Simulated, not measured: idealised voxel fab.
The process module presented herein is designated voxel gate over fins.
Displayed cross-section: cut, width of 270 nm, square cells sized 5 nm.
How to read a cross-section here: the picture is a grid of square cells, written as bands going from the top down, and any band can span one or more rows of cells. This entry defines a band. It first specifies the height of the band's top and the height of its bottom in nm, and then specifies the band's materials from left to right, stating each material with its width in nm. The word "everywhere" identifies a single material that fills the band from edge to edge, while the word "empty" identifies empty space. Heights are expressed relative to 0, this being the level below which the as-received wafer comprises one material exclusively. The lowest band is unbounded in the downward direction and is denoted as in "top 0, no bottom". It should be noted that a width expressed as "30->40" varies in equal increments from row to row of cells within the band, taking the value of the first number at the top row and that of the second number at the bottom row. What does "nothing altered" mean for a step? It means no cell of the cross-section changed in that step. Listed in "Fully closed voids": every empty space of 8 or more cells without an open way to the top. Form: width x height at distance, the distance being from the left edge, all in nm. Where a step's line continues beyond its settings, the continuation is a remark by the simulator itself on that step. Steps that use a mask can have "overlay nm" on their line. It says how far the mask sat to the right of where it was meant to be. Negative means to the left.
-- Steps in the process plan
1. RECEIVE (material Si)
2. CONFORMAL_DEP (material SiN; thk nm 5)
3. MASKED_ETCH (tone cover; mask id FINS; width nm 15; pitch nm 55; etch materials SiN; depth nm 5; overlay nm 0)
4. MASKED_ETCH (tone cover; mask id FINS; width nm 15; pitch nm 55; etch materials Si; depth nm 30; overlay nm 0)
5. FILL_DEP (material SiO2; thk nm 15)
6. CMP (height nm 5)
7. DIRECTIONAL_DEP (material aC; thk nm 15)
8. PATTERN (tone open; mask id RAIL; material resist; width nm 15; thk nm 35; overlay nm 0)
9. DIRECTIONAL_ETCH (etch materials aC; depth nm 15)
10. STRIP (etch materials resist)
11. DIRECTIONAL_ETCH (etch materials SiO2; depth nm 30)
12. STRIP (etch materials aC)
13. CONFORMAL_DEP (material TiN; thk nm 5)
14. FILL_DEP (material Ru; thk nm 5)
15. CMP (height nm 0)
16. SELECTIVE_ETCH (etch materials W Ru TiN; depth nm 25)
17. FILL_DEP (material SiO2; thk nm 5)
18. CMP (height nm 5)
19. SELECTIVE_ETCH (etch materials SiO2; depth nm 20)
20. STRIP (etch materials SiN)
21. CONFORMAL_DEP (material HfO2; thk nm 5)
22. CONFORMAL_DEP (material TiN; thk nm 5)
23. FILL_DEP (material W; thk nm 10)
24. CMP (height nm 15)
25. CONFORMAL_DEP (material SiN; thk nm 10)
Heads up: all these wafers start the same, and what changes between them is the height nm in step 15. The value you see in the plan is just what the first wafer got.
-- After step 1, as received: first of several wafers, cross-section
> top 0, no bottom  Si everywhere
> Fully closed voids: none
-- The following table contains a row per wafer, in which are reported, at the conclusion of the module, the cells of each material gained (+) or lost (-) since the wafer's receipt, with its closed voids given thereafter
height nm 0, +66 HfO2, -288 Si, +108 SiN, +144 SiO2, +66 TiN, +174 W, Fully closed voids: none
height nm 5, +66 HfO2, -288 Si, +108 SiN, +141 SiO2, +69 TiN, +174 W, Fully closed voids: none
height nm 10, +66 HfO2, +1 Ru, -288 Si, +108 SiN, +138 SiO2, +71 TiN, +174 W, Fully closed voids: none
height nm 15, +68 HfO2, +2 Ru, -288 Si, +108 SiN, +138 SiO2, +72 TiN, +170 W, Fully closed voids: none
